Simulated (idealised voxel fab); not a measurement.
process module | voxel lift off
cross-section cut | 300 nm wide | cells 5 nm
A cross-section is a grid of square cells, given in bands from the top down. A band is one or more rows of cells.
Each band's line starts with the height of the band's top and of its bottom, in nm. Then come its materials from left to right, each with its width in nm. One material with "throughout" fills the band from edge to edge. "air" is empty space.
Height 0 is the level under which the wafer as received is all one material. The lowest band goes on downwards, as in "0 down".
A width such as "30 to 40" changes by the same amount from each row of cells to the next, from the band's top row to its bottom row.
"no change" after a step means that no cell of the cross-section changed.
closed voids: empty space of 8 cells or more with no open way to the top, each as width x height at its distance from the left edge, in nm
after a step's settings: what the simulator itself notes on the step
overlay nm, on a step with a mask: how far to the right of its planned place the mask lay; to the left if negative
plan
1 op RECEIVE | material Si
2 op CONFORMAL_DEP | material SiN | thk nm 5
3 op PATTERN | tone open | mask id LINES | material resist | width nm 25 | pitch nm 50 | thk nm 20 | overlay nm 0
4 op DIRECTIONAL_DEP | material Ru | thk nm 10
5 op STRIP | etch materials resist
6 op CONFORMAL_DEP | material SiN | thk nm 5
as received, after step 1
  0 down: Si throughout
  closed voids: none
first wafer at the end, as planned
  20 to 15: air 80 | SiN 35 | air 15 | SiN 35 | air 15 | SiN 35 | air 85
  15 to 10: air 80 | SiN 5 | Ru 25 | SiN 5 | air 15 | SiN 5 | Ru 25 | SiN 5 | air 15 | SiN 5 | Ru 25 | SiN 5 | air 85
  10 to 5: SiN 85 | Ru 25 | SiN 25 | Ru 25 | SiN 25 | Ru 25 | SiN 90
  5 to 0: SiN throughout
  0 down: Si throughout
  closed voids: none
second wafer at the end: like start, like plan, one mistake
  20 to 10: air 80 | SiN 35 | air 15 | SiN 35 | air 15 | SiN 35 | air 85
  10 to 0: SiN throughout
  0 down: Si throughout
  closed voids: none
what went wrong: step 4 ran as: op DIRECTIONAL_DEP | material SiN | thk nm 10
at the end the second wafer has, in cells: 30 fewer of Ru | 30 more of SiN
